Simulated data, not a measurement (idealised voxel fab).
process module | voxel wiring stack
cross-section cut | 285 nm wide | cells 5 nm
A cross-section is a grid of square cells, given in bands from the top down. A band is one or more rows of cells.
Each band's line starts with the height of the band's top and of its bottom, in nm. Then come its materials from left to right, each with its width in nm. One material with "throughout" fills the band from edge to edge. "air" is empty space.
Height 0 is the level under which the wafer as received is all one material. The lowest band goes on downwards, as in "0 down".
A width such as "30 to 40" changes by the same amount from each row of cells to the next, from the band's top row to its bottom row.
"no change" after a step means that no cell of the cross-section changed.
closed voids: empty space of 8 cells or more with no open way to the top, each as width x height at its distance from the left edge, in nm
after a step's settings: what the simulator itself notes on the step
overlay nm, on a step with a mask: how far to the right of its planned place the mask lay; to the left if negative
plan
1 op RECEIVE | material Si
2 op CONFORMAL_DEP | material SiO2 | thk nm 15
3 op CONFORMAL_DEP | material SiN | thk nm 5
4 op DIRECTIONAL_DEP | material SiO2 | thk nm 20
5 op DIRECTIONAL_DEP | material aC | thk nm 15
6 op PATTERN | tone open | mask id METAL_1 | material resist | width nm 25 | pitch nm 50 | thk nm 35 | overlay nm 0
7 op DIRECTIONAL_ETCH | etch materials aC | depth nm 15
8 op STRIP | etch materials resist
9 op DIRECTIONAL_ETCH | etch materials SiO2 | depth nm 20
10 op DIRECTIONAL_ETCH | etch materials SiN | depth nm 5
11 op STRIP | etch materials aC
12 op CONFORMAL_DEP | material TiN | thk nm 5
13 op FILL_DEP | material W | thk nm 5
14 op CMP | height nm 40
15 op EPI | material Ru | thk nm 5
16 op FILL_DEP | material SiCN | thk nm 5
17 op DIRECTIONAL_DEP | material SiO2 | thk nm 15
18 op PATTERN | tone open | mask id PLUG_1 | material resist | width nm 15 | pitch nm 50 | thk nm 20 | overlay nm 0
19 op DIRECTIONAL_ETCH | etch materials SiO2 | depth nm 15
20 op DIRECTIONAL_ETCH | etch materials SiCN | depth nm 5
21 op STRIP | etch materials resist
22 op CONFORMAL_DEP | material TiN | thk nm 5
23 op FILL_DEP | material Ru | thk nm 10
24 op CMP | height nm 65
25 op CONFORMAL_DEP | material SiN | thk nm 5
26 op DIRECTIONAL_DEP | material lowk | thk nm 20
27 op MASKED_ETCH | tone open | mask id METAL_2 | width nm 25 | pitch nm 50 | etch materials lowk | depth nm 20 | overlay nm 0
28 op MASKED_ETCH | tone open | mask id METAL_2 | width nm 25 | pitch nm 50 | etch materials SiN | depth nm 5 | overlay nm 0
29 op CONFORMAL_DEP | material TiN | thk nm 5
30 op FILL_DEP | material Cu | thk nm 5
31 op CMP | height nm 90
32 op CONFORMAL_DEP | material SiCN | thk nm 5
as received, after step 1
  0 down: Si throughout
  closed voids: none
a wafer at the end: this start, this plan, one mistake
  95 to 90: SiCN throughout
  90 to 70: lowk 80 | TiN 5 | Cu 15 | TiN 5 | lowk 25 | TiN 5 | Cu 15 | TiN 5 | lowk 25 | TiN 5 | Cu 15 | TiN 5 | lowk 80
  70 to 65: SiN 80 | TiN 25 | SiN 25 | TiN 25 | SiN 25 | TiN 25 | SiN 80
  65 to 60: Ru 70 | TiN 15 | Ru 5 | TiN 25 | Ru 5 | TiN 15 | Ru 5 | TiN 25 | Ru 5 | TiN 15 | Ru 5 | TiN 25 | Ru 70
  60 to 55: TiN 75 | SiO2 5 | TiN 5 | Ru 5 | TiN 5 | SiO2 15 | TiN 15 | SiO2 5 | TiN 5 | Ru 5 | TiN 5 | SiO2 15 | TiN 15 | SiO2 5 | TiN 5 | Ru 5 | TiN 5 | SiO2 15 | TiN 75
  55 to 50: SiO2 80 | TiN 5 | Ru 5 | TiN 5 | SiO2 35 | TiN 5 | Ru 5 | TiN 5 | SiO2 35 | TiN 5 | Ru 5 | TiN 5 | SiO2 90
  50 to 45: SiO2 80 | TiN 15 | SiO2 35 | TiN 15 | SiO2 35 | TiN 15 | SiO2 90
  45 to 40: SiO2 75 | Ru 35 | SiO2 15 | Ru 35 | SiO2 15 | Ru 35 | SiO2 75
  40 to 20: SiO2 80 | TiN 5 | W 15 | TiN 5 | SiO2 25 | TiN 5 | W 15 | TiN 5 | SiO2 25 | TiN 5 | W 15 | TiN 5 | SiO2 80
  20 to 15: SiN 80 | TiN 25 | SiN 25 | TiN 25 | SiN 25 | TiN 25 | SiN 80
  15 to 0: SiO2 throughout
  0 down: Si throughout
  closed voids: none
what went wrong: step 16 was left out
